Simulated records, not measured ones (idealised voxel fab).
This section sets out a process module, namely voxel lift off.
Each square cell in cross-section cut measures 5 nm, and the section as a whole is 285 nm wide.
The cross-sections in this document take the form of a grid made of square cells. They are written out as bands, in order from top to bottom. Each band consists of one or more rows of cells.
First you get the band's top height and its bottom height, in nm, and then the materials it's made of, left to right, with each width in nm. If you see a single material with "edge to edge", that one covers the band edge to edge. "blank" is empty space.
Heights are expressed relative to 0, this being the level below which the as-received wafer comprises one material exclusively. The lowest band is unbounded in the downward direction and is denoted as in "0 and below".
So if you see something like "30 to 40" for the width, read it as the top row of the band sitting at the first number and the bottom row at the second, with every row in between moving by the same amount as the last.
Step note "no alteration" = no cross-section cell changed.
Closed-off voids of 8+ cells (no open route to the top) go in "Encapsulated voids", written width x height at distance from the left edge, in nm.
Formally, on a step line, whatever follows the settings is a remark that the simulator itself makes on the step.
When a step includes a mask, the "overlay nm" setting on its line states how far to the right of its planned place that mask lay, and negative values state how far to the left.

Intended process steps
1. RECEIVE,material Si
2. CONFORMAL_DEP,material SiO2,thk nm 15
3. PATTERN,tone open,mask id LINES,material resist,width nm 20,pitch nm 35,thk nm 30,overlay nm -15
4. DIRECTIONAL_DEP,material Ru,thk nm 15
5. STRIP,etch materials resist
6. CONFORMAL_DEP,material SiN,thk nm 10
What sets these wafers apart? The overlay nm at step 3. They all start alike, and the plan carries the first wafer's value.

After step 1, as received: first of several wafers, cross-section
    0 and below = Si edge to edge
    Encapsulated voids: none

After the module's final step, step 6: the first of several wafers in cross-section
    40 down to 30 = blank=70; SiN=110; blank=105
    30 down to 25 = blank=70; SiN=10; Ru=20; SiN=15; Ru=20; SiN=15; Ru=20; SiN=10; blank=105
    25 down to 15 = SiN=80; Ru=20; SiN=15; Ru=20; SiN=15; Ru=20; SiN=115
    15 down to 0 = SiO2 edge to edge
    0 and below = Si edge to edge
    Encapsulated voids: none

The module's end: a cross-section of the last wafer
    40 down to 30 = blank=100; SiN=110; blank=75
    30 down to 25 = blank=100; SiN=10; Ru=20; SiN=15; Ru=20; SiN=15; Ru=20; SiN=10; blank=75
    25 down to 15 = SiN=110; Ru=20; SiN=15; Ru=20; SiN=15; Ru=20; SiN=85
    15 down to 0 = SiO2 edge to edge
    0 and below = Si edge to edge
    Encapsulated voids: none

Row per wafer, end-of-module: cell gain (+)/loss (-) by material since the wafer came in, then closed voids
overlay nm -15, +36 Ru, +144 SiN, +171 SiO2, Encapsulated voids: none
overlay nm -10, +36 Ru, +144 SiN, +171 SiO2, Encapsulated voids: none
overlay nm -5, +36 Ru, +144 SiN, +171 SiO2, Encapsulated voids: none
overlay nm 0, +36 Ru, +144 SiN, +171 SiO2, Encapsulated voids: none
overlay nm 5, +36 Ru, +144 SiN, +171 SiO2, Encapsulated voids: none
overlay nm 10, +36 Ru, +144 SiN, +171 SiO2, Encapsulated voids: none
overlay nm 15, +36 Ru, +144 SiN, +171 SiO2, Encapsulated voids: none
